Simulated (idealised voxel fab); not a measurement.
A process module follows: voxel released beams.
Each square cell in cross-section cut measures 5 nm, and the section as a whole is 280 nm wide.
Notation: cross-section as square-cell grid; stated in bands, top first, going down; one or more cell rows per band.
Heights first: top, then bottom, in nm. Then materials, left to right, each with a width in nm. "throughout" on a single material: fills the band edge to edge. "blank": empty space.
The reference from which all heights are counted is 0, the level beneath which the as-received wafer is entirely one material; the lowest band, having no lower bound, proceeds downward and is written after the example "z 0 and below".
The notation "30 to 40" denotes a width that varies across the rows of cells in the band, beginning at the first number in the top row, finishing at the second number in the bottom row, and changing by an identical amount from each row to the next.
A step reported as "identical to before" is a step in which no cell of the cross-section changed.
What "Trapped void list" gives you is every empty space of 8 cells or more that is cut off from the top. Each appears as width x height at distance, with the distance taken from the left edge and width, height and distance all in nm.
Read whatever lies past the settings on a step's line as the simulator's own remark about the step.
overlay nm: how far to the right of its planned place the mask lay on this masked step (negative: to the left).

# List of planned process steps
1 RECEIVE with material Si
2 CONFORMAL_DEP with material SiN, thk nm 5
3 DIRECTIONAL_DEP with material SiO2, thk nm 20
4 PATTERN with tone open, mask id ANCHOR, material resist, width nm 30, thk nm 15, overlay nm 0
5 DIRECTIONAL_ETCH with etch materials SiO2, depth nm 20
6 STRIP with etch materials resist
7 CONFORMAL_DEP with material TiN, thk nm 10
8 DIRECTIONAL_DEP with material aC, thk nm 10
9 PATTERN with tone cover, mask id BEAM, material resist, width nm 105, thk nm 30, overlay nm 0
10 DIRECTIONAL_ETCH with etch materials aC, depth nm 10
11 STRIP with etch materials resist
12 DIRECTIONAL_ETCH with etch materials TiN, depth nm 10
13 STRIP with etch materials aC
14 STRIP with etch materials SiO2

# Here's what the wafer looked like in cross-section when it arrived - that's after step 1
	z 0 and below | Si throughout
	Trapped void list: none

# Run as planned - first of the two wafers cross-sectioned at the end of the module
	z 35 to 25 | blank 85, TiN 15, blank 10, TiN 80, blank 90
	z 25 to 15 | blank 90, TiN 10, blank 10, TiN 10, blank 160
	z 15 to 5 | blank 90, TiN 30, blank 160
	z 5 to 0 | SiN throughout
	z 0 and below | Si throughout
	Trapped void list: none

# Second wafer cross-section at end of module - shared start and plan with the first, one mistake in the run
	z 35 to 25 | blank 85, TiN 45, blank 150
	z 25 to 15 | blank 80, TiN 10, SiO2 30, TiN 10, blank 150
	z 15 to 5 | blank 80, TiN 10, SiO2 30, TiN 70, blank 90
	z 5 to 0 | SiN throughout
	z 0 and below | Si throughout
	Trapped void list: none
What broke from the plan during processing? contrary to plan, step 4 was performed as PATTERN with tone cover, mask id ANCHOR, material resist, width nm 30, thk nm 15, overlay nm 0
In the final state, the cell counts of the second wafer exceed or fall short of those of the first for the following materials: 24 more of SiO2
